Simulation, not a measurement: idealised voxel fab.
The following process module bears the name voxel self aligned vias.
Displayed cross-section: cut, width of 215 nm, square cells sized 5 nm.
Reading order for cross-sections: top band down to bottom band. Underlying form: a grid of square cells. Band size: one or more rows of cells. First you get the band's top height and its bottom height, in nm, and then the materials it's made of, left to right, with each width in nm. If you see a single material with "edge to edge", that one covers the band edge to edge. "air" is empty space. A quick word on heights: they are counted from 0, and under that level the wafer as it came to us is one material throughout. The lowest band is different from the rest in having no bottom; it simply continues downward, written as in "z 0 and below". So if you see something like "30..40" for the width, read it as the top row of the band sitting at the first number and the bottom row at the second, with every row in between moving by the same amount as the last. "no change" -> step changed no cross-section cell. "Closed void table": empty spaces of 8 cells or more with no open way to the top, each given as width x height at distance, distance from the left edge, all in nm. Text after the settings on a step's line: the simulator's own remark on that step. On any step carrying a mask, the "overlay nm" setting, if present on the step's line, tells how far right of its planned place the mask lay; negative values point to the left.
Listed below are the process steps as planned:
- 1: RECEIVE [material Si]
- 2: CONFORMAL_DEP [material SiO2] [thk nm 10]
- 3: CONFORMAL_DEP [material SiCN] [thk nm 5]
- 4: DIRECTIONAL_DEP [material SiO2] [thk nm 20]
- 5: MASKED_ETCH [tone open] [mask id LINES] [width nm 20] [pitch nm 45] [etch materials SiO2] [depth nm 20] [overlay nm 0]
- 6: CONFORMAL_DEP [material TiN] [thk nm 5]
- 7: FILL_DEP [material Ru] [thk nm 10]
- 8: CMP [height nm 35]
- 9: SELECTIVE_ETCH [etch materials W Ru TiN] [depth nm 5]
- 10: FILL_DEP [material SiN] [thk nm 5]
- 11: CMP [height nm 35]
- 12: DIRECTIONAL_DEP [material SiO2] [thk nm 15]
- 13: DIRECTIONAL_DEP [material aC] [thk nm 15]
- 14: PATTERN [tone open] [mask id VIAS] [material resist] [width nm 30] [thk nm 35] [overlay nm 0]
- 15: DIRECTIONAL_ETCH [etch materials aC] [depth nm 15]
- 16: STRIP [etch materials resist]
- 17: DIRECTIONAL_ETCH [etch materials SiO2] [depth nm 15]
- 18: DIRECTIONAL_ETCH [etch materials SiN] [depth nm 5]
- 19: STRIP [etch materials aC]
- 20: CONFORMAL_DEP [material TiN] [thk nm 5]
- 21: FILL_DEP [material W] [thk nm 10]
- 22: CMP [height nm 50]
- 23: CONFORMAL_DEP [material SiN] [thk nm 5]
Run as planned: first of two wafers:
Cross-section, incoming material, after step 1:
    z 0 and below: Si edge to edge
    Closed void table: none
Cross-sectional representation of the wafer at the conclusion of step 2:
    z 10 to 0: SiO2 edge to edge
    No changes below 0.
Cross-sectional representation of the wafer at the conclusion of step 3:
    z 15 to 10: SiCN edge to edge
    No changes below 10.
Cross-sectional representation of the wafer at the conclusion of step 4:
    z 35 to 15: SiO2 edge to edge
    No changes below 15.
Cross-sectional representation of the wafer at the conclusion of step 5:
    z 35 to 15: SiO2 75 nm | air 20 nm | SiO2 25 nm | air 20 nm | SiO2 75 nm
    No changes below 15.
Cross-sectional representation of the wafer at the conclusion of step 6:
    z 40 to 35: TiN 80 nm | air 10 nm | TiN 35 nm | air 10 nm | TiN 80 nm
    z 35 to 20: SiO2 75 nm | TiN 5 nm | air 10 nm | TiN 5 nm | SiO2 25 nm | TiN 5 nm | air 10 nm | TiN 5 nm | SiO2 75 nm
    z 20 to 15: SiO2 75 nm | TiN 20 nm | SiO2 25 nm | TiN 20 nm | SiO2 75 nm
    No changes below 15.
Cross-sectional representation of the wafer at the conclusion of step 7:
    z 50 to 40: Ru edge to edge
    z 40 to 35: TiN 80 nm | Ru 10 nm | TiN 35 nm | Ru 10 nm | TiN 80 nm
    z 35 to 20: SiO2 75 nm | TiN 5 nm | Ru 10 nm | TiN 5 nm | SiO2 25 nm | TiN 5 nm | Ru 10 nm | TiN 5 nm | SiO2 75 nm
    No changes below 20.
Cross-sectional representation of the wafer at the conclusion of step 8:
    z 35 to 20: SiO2 75 nm | TiN 5 nm | Ru 10 nm | TiN 5 nm | SiO2 25 nm | TiN 5 nm | Ru 10 nm | TiN 5 nm | SiO2 75 nm
    No changes below 20.
Cross-sectional representation of the wafer at the conclusion of step 9:
    z 35 to 30: SiO2 75 nm | air 20 nm | SiO2 25 nm | air 20 nm | SiO2 75 nm
    No changes below 30.
Cross-sectional representation of the wafer at the conclusion of step 10:
    z 40 to 35: SiN edge to edge
    z 35 to 30: SiO2 75 nm | SiN 20 nm | SiO2 25 nm | SiN 20 nm | SiO2 75 nm
    No changes below 30.
Cross-sectional representation of the wafer at the conclusion of step 11:
    z 35 to 30: SiO2 75 nm | SiN 20 nm | SiO2 25 nm | SiN 20 nm | SiO2 75 nm
    No changes below 30.
Cross-sectional representation of the wafer at the conclusion of step 12:
    z 50 to 35: SiO2 edge to edge
    No changes below 35.
Cross-sectional representation of the wafer at the conclusion of step 13:
    z 65 to 50: aC edge to edge
    No changes below 50.
Cross-sectional representation of the wafer at the conclusion of step 14:
    z 100 to 65: resist 70 nm | air 30 nm | resist 115 nm
    No changes below 65.
Cross-sectional representation of the wafer at the conclusion of step 15:
    z 85 to 65: resist 70 nm | air 30 nm | resist 115 nm
    z 65 to 50: aC 70 nm | air 30 nm | aC 115 nm
    No changes below 50.
Cross-sectional representation of the wafer at the conclusion of step 16:
    z 65 to 50: aC 70 nm | air 30 nm | aC 115 nm
    No changes below 50.
Cross-sectional representation of the wafer at the conclusion of step 17:
    z 65 to 50: aC 70 nm | air 30 nm | aC 115 nm
    z 50 to 35: SiO2 70 nm | air 30 nm | SiO2 115 nm
    No changes below 35.
Cross-sectional representation of the wafer at the conclusion of step 18:
    z 65 to 50: aC 70 nm | air 30 nm | aC 115 nm
    z 50 to 35: SiO2 70 nm | air 30 nm | SiO2 115 nm
    z 35 to 30: SiO2 75 nm | air 20 nm | SiO2 25 nm | SiN 20 nm | SiO2 75 nm
    No changes below 30.
Cross-sectional representation of the wafer at the conclusion of step 19:
    z 50 to 35: SiO2 70 nm | air 30 nm | SiO2 115 nm
    No changes below 35.
Cross-sectional representation of the wafer at the conclusion of step 20:
    z 55 to 50: TiN 75 nm | air 20 nm | TiN 120 nm
    z 50 to 40: SiO2 70 nm | TiN 5 nm | air 20 nm | TiN 5 nm | SiO2 115 nm
    z 40 to 35: SiO2 70 nm | TiN 10 nm | air 10 nm | TiN 10 nm | SiO2 115 nm
    z 35 to 30: SiO2 75 nm | TiN 20 nm | SiO2 25 nm | SiN 20 nm | SiO2 75 nm
    No changes below 30.
Cross-sectional representation of the wafer at the conclusion of step 21:
    z 65 to 55: W edge to edge
    z 55 to 50: TiN 75 nm | W 20 nm | TiN 120 nm
    z 50 to 40: SiO2 70 nm | TiN 5 nm | W 20 nm | TiN 5 nm | SiO2 115 nm
    z 40 to 35: SiO2 70 nm | TiN 10 nm | W 10 nm | TiN 10 nm | SiO2 115 nm
    No changes below 35.
Cross-sectional representation of the wafer at the conclusion of step 22:
    z 50 to 40: SiO2 70 nm | TiN 5 nm | W 20 nm | TiN 5 nm | SiO2 115 nm
    No changes below 40.
Cross-sectional representation of the wafer at the conclusion of step 23:
    z 55 to 50: SiN edge to edge
    No changes below 50.
Wafer two: like wafer one in start and plan, but with one mistake in execution; identical up to and including step 6:
Here is the second wafer in cross-section at the point where step 7 of the plan should have been done:
    z 50 to 40: SiN edge to edge
    z 40 to 35: TiN 80 nm | SiN 10 nm | TiN 35 nm | SiN 10 nm | TiN 80 nm
    z 35 to 20: SiO2 75 nm | TiN 5 nm | SiN 10 nm | TiN 5 nm | SiO2 25 nm | TiN 5 nm | SiN 10 nm | TiN 5 nm | SiO2 75 nm
    No changes below 20.
Here is the second wafer in cross-section at the point where step 8 of the plan should have been done:
    z 35 to 20: SiO2 75 nm | TiN 5 nm | SiN 10 nm | TiN 5 nm | SiO2 25 nm | TiN 5 nm | SiN 10 nm | TiN 5 nm | SiO2 75 nm
    No changes below 20.
Here is the second wafer in cross-section at the point where step 9 of the plan should have been done:
    z 35 to 30: SiO2 75 nm | air 5 nm | SiN 10 nm | air 5 nm | SiO2 25 nm | air 5 nm | SiN 10 nm | air 5 nm | SiO2 75 nm
    No changes below 30.
Here is the second wafer in cross-section at the point where step 10 of the plan should have been done:
    z 40 to 35: SiN edge to edge
    z 35 to 30: SiO2 75 nm | SiN 20 nm | SiO2 25 nm | SiN 20 nm | SiO2 75 nm
    No changes below 30.
Here is the second wafer in cross-section at the point where step 11 of the plan should have been done:
    z 35 to 30: SiO2 75 nm | SiN 20 nm | SiO2 25 nm | SiN 20 nm | SiO2 75 nm
    No changes below 30.
Here is the second wafer in cross-section at the point where step 12 of the plan should have been done:
    z 50 to 35: SiO2 edge to edge
    No changes below 35.
Here is the second wafer in cross-section at the point where step 13 of the plan should have been done:
    z 65 to 50: aC edge to edge
    No changes below 50.
Here is the second wafer in cross-section at the point where step 14 of the plan should have been done:
    z 100 to 65: resist 70 nm | air 30 nm | resist 115 nm
    No changes below 65.
Here is the second wafer in cross-section at the point where step 15 of the plan should have been done:
    z 85 to 65: resist 70 nm | air 30 nm | resist 115 nm
    z 65 to 50: aC 70 nm | air 30 nm | aC 115 nm
    No changes below 50.
Here is the second wafer in cross-section at the point where step 16 of the plan should have been done:
    z 65 to 50: aC 70 nm | air 30 nm | aC 115 nm
    No changes below 50.
Here is the second wafer in cross-section at the point where step 17 of the plan should have been done:
    z 65 to 50: aC 70 nm | air 30 nm | aC 115 nm
    z 50 to 35: SiO2 70 nm | air 30 nm | SiO2 115 nm
    No changes below 35.
Here is the second wafer in cross-section at the point where step 18 of the plan should have been done:
    z 65 to 50: aC 70 nm | air 30 nm | aC 115 nm
    z 50 to 35: SiO2 70 nm | air 30 nm | SiO2 115 nm
    z 35 to 30: SiO2 75 nm | air 20 nm | SiO2 25 nm | SiN 20 nm | SiO2 75 nm
    No changes below 30.
Here is the second wafer in cross-section at the point where step 19 of the plan should have been done:
    z 50 to 35: SiO2 70 nm | air 30 nm | SiO2 115 nm
    No changes below 35.
Here is the second wafer in cross-section at the point where step 20 of the plan should have been done:
    z 55 to 50: TiN 75 nm | air 20 nm | TiN 120 nm
    z 50 to 40: SiO2 70 nm | TiN 5 nm | air 20 nm | TiN 5 nm | SiO2 115 nm
    z 40 to 35: SiO2 70 nm | TiN 10 nm | air 10 nm | TiN 10 nm | SiO2 115 nm
    z 35 to 30: SiO2 75 nm | TiN 20 nm | SiO2 25 nm | SiN 20 nm | SiO2 75 nm
    No changes below 30.
Here is the second wafer in cross-section at the point where step 21 of the plan should have been done:
    z 65 to 55: W edge to edge
    z 55 to 50: TiN 75 nm | W 20 nm | TiN 120 nm
    z 50 to 40: SiO2 70 nm | TiN 5 nm | W 20 nm | TiN 5 nm | SiO2 115 nm
    z 40 to 35: SiO2 70 nm | TiN 10 nm | W 10 nm | TiN 10 nm | SiO2 115 nm
    No changes below 35.
Here is the second wafer in cross-section at the point where step 22 of the plan should have been done:
    z 50 to 40: SiO2 70 nm | TiN 5 nm | W 20 nm | TiN 5 nm | SiO2 115 nm
    No changes below 40.
Here is the second wafer in cross-section at the point where step 23 of the plan should have been done:
    z 55 to 50: SiN edge to edge
    No changes below 50.
Deviation from plan: step 7 ran differently from the plan; actual operation with settings: FILL_DEP [material SiN] [thk nm 10]
Wafer comparison, final, in cells, second relative to first, materials more or fewer: Ru: 8 fewer, SiN: 8 more
